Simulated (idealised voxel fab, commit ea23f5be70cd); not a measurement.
Documented hereafter: the process module known as voxel wiring stack.
Cross-section cut spans 210 nm and uses square cells 5 nm in size.
When this document writes out a cross-section, it uses a grid of square cells and lists it as bands, beginning at the top and moving down, with a band standing for one or more rows of cells.
Per band: top height and bottom height in nm, followed by the left-to-right materials and their widths in nm; "everywhere" marks a single material spanning edge to edge, "blank" marks empty space.
Zero point of the height axis is 0; under it, received wafer = one material. Lowest band: continues down indefinitely, "0 nm and below".
Width spec "30..40" -> top row of cells at first value, bottom row at second value, equal per-row change in between.
No cell of the cross-section changed in a step that is given as "no modifications".
Any empty space of 8 cells or more lacking an open way to the top shows up in "Closed voids list" as width x height at distance, distance from the left edge, in nm.
That trailing text on a step's line, after the settings, is the simulator's own remark on the step.
Among the settings permitted on a step's line is "overlay nm"; applied to a step with a mask, it specifies the extent to which the mask lay to the right of its planned position, whereas a negative figure signifies a position to the left.

### Planned step list for the process
1,op RECEIVE | material Si
2,op CONFORMAL_DEP | material SiO2 | thk nm 10
3,op DIRECTIONAL_DEP | material TiN | thk nm 5
4,op DIRECTIONAL_DEP | material W | thk nm 25
5,op PATTERN | tone cover | mask id METAL_1 | material resist | width nm 30 | pitch nm 55 | thk nm 15 | overlay nm 0
6,op DIRECTIONAL_ETCH | etch materials W | depth nm 25
7,op DIRECTIONAL_ETCH | etch materials TiN | depth nm 5
8,op STRIP | etch materials resist
9,op FILL_DEP | material lowk | thk nm 5
10,op CMP | height nm 40
11,op CONFORMAL_DEP | material SiCN | thk nm 5
12,op DIRECTIONAL_DEP | material lowk | thk nm 5
13,op DIRECTIONAL_DEP | material aC | thk nm 15
14,op PATTERN | tone open | mask id PLUG_1 | material resist | width nm 15 | pitch nm 55 | thk nm 30 | overlay nm 0
15,op DIRECTIONAL_ETCH | etch materials aC | depth nm 15
16,op STRIP | etch materials resist
17,op DIRECTIONAL_ETCH | etch materials lowk | depth nm 10
18,op DIRECTIONAL_ETCH | etch materials SiCN | depth nm 5
19,op STRIP | etch materials aC
20,op EPI | material Ru | thk nm 10
21,op EPI | material Ru | thk nm 5
22,op CONFORMAL_DEP | material SiCN | thk nm 5
23,op DIRECTIONAL_DEP | material SiO2 | thk nm 25
24,op DIRECTIONAL_DEP | material aC | thk nm 10
25,op PATTERN | tone open | mask id METAL_2 | material resist | width nm 30 | pitch nm 55 | thk nm 25 | overlay nm 0
26,op DIRECTIONAL_ETCH | etch materials aC | depth nm 10
27,op STRIP | etch materials resist
28,op DIRECTIONAL_ETCH | etch materials SiO2 | depth nm 25
29,op DIRECTIONAL_ETCH | etch materials SiCN | depth nm 5
30,op STRIP | etch materials aC
31,op CONFORMAL_DEP | material TiN | thk nm 5
32,op FILL_DEP | material W | thk nm 5
33,op CMP | height nm 85
34,op CONFORMAL_DEP | material SiN | thk nm 5
Wafers differ in thk nm at step 12; plan lists the first wafer's value; identical starting state.

### This is how the first of several wafers looked in cross-section when it arrived, which is after step 1
    0 nm and below | Si everywhere
    Closed voids list: none

### Cross-section of the first of several wafers once the module has run through its last step, step 34
    90 nm to 85 nm | SiN everywhere
    85 nm to 80 nm | TiN=25  SiO2=10  TiN=5  W=20  TiN=20  SiO2=10  TiN=5  W=20  TiN=20  SiO2=10  TiN=5  W=20  TiN=40
    80 nm to 60 nm | SiO2=35  TiN=5  W=20  TiN=5  SiO2=25  TiN=5  W=20  TiN=5  SiO2=25  TiN=5  W=20  TiN=5  SiO2=35
    60 nm to 55 nm | SiO2=25  SiCN=10  TiN=30  SiO2=15  SiCN=10  TiN=30  SiO2=15  SiCN=10  TiN=30  SiO2=35
    55 nm to 50 nm | SiCN=30  Ru=25  SiCN=5  TiN=5  SiCN=20  Ru=25  SiCN=5  TiN=5  SiCN=20  Ru=25  SiCN=5  TiN=5  SiCN=35
    50 nm to 45 nm | lowk=35  Ru=15  lowk=40  Ru=15  lowk=40  Ru=15  lowk=50
    45 nm to 40 nm | SiCN=35  Ru=15  SiCN=40  Ru=15  SiCN=40  Ru=15  SiCN=50
    40 nm to 15 nm | lowk=35  W=30  lowk=25  W=30  lowk=25  W=30  lowk=35
    15 nm to 10 nm | lowk=35  TiN=30  lowk=25  TiN=30  lowk=25  TiN=30  lowk=35
    10 nm to 0 nm | SiO2 everywhere
    0 nm and below | Si everywhere
    Closed voids list: none

### End of module, last wafer sectioned
    90 nm to 85 nm | SiN everywhere
    85 nm to 75 nm | SiO2=35  TiN=5  W=20  TiN=5  SiO2=25  TiN=5  W=20  TiN=5  SiO2=25  TiN=5  W=20  TiN=5  SiO2=35
    75 nm to 70 nm | SiCN=35  TiN=30  SiCN=25  TiN=30  SiCN=25  TiN=30  SiCN=35
    70 nm to 60 nm | lowk=35  SiCN=5  TiN=5  SiCN=5  lowk=40  SiCN=5  TiN=5  SiCN=5  lowk=40  SiCN=5  TiN=5  SiCN=5  lowk=50
    60 nm to 45 nm | lowk everywhere
    45 nm to 40 nm | SiCN everywhere
    40 nm to 15 nm | lowk=35  W=30  lowk=25  W=30  lowk=25  W=30  lowk=35
    15 nm to 10 nm | lowk=35  TiN=30  lowk=25  TiN=30  lowk=25  TiN=30  lowk=35
    10 nm to 0 nm | SiO2 everywhere
    0 nm and below | Si everywhere
    Closed voids list: none

### Below, a row for every wafer. Read it as the end-of-module picture: for each material the wafer shows its cells gained (+) or lost (-) since it was received, and then its closed voids
thk nm 5; +33 Ru; +63 SiCN; +42 SiN; +204 SiO2; +87 TiN; +150 W; +177 lowk; Closed voids list: none
thk nm 10; +27 Ru; +57 SiCN; +42 SiN; +204 SiO2; +66 TiN; +150 W; +210 lowk; Closed voids list: none
thk nm 15; +78 SiCN; +42 SiN; +180 SiO2; +66 TiN; +138 W; +252 lowk; Closed voids list: none
thk nm 20; +78 SiCN; +42 SiN; +156 SiO2; +60 TiN; +126 W; +294 lowk; Closed voids list: none
thk nm 25; +78 SiCN; +42 SiN; +132 SiO2; +54 TiN; +114 W; +336 lowk; Closed voids list: none
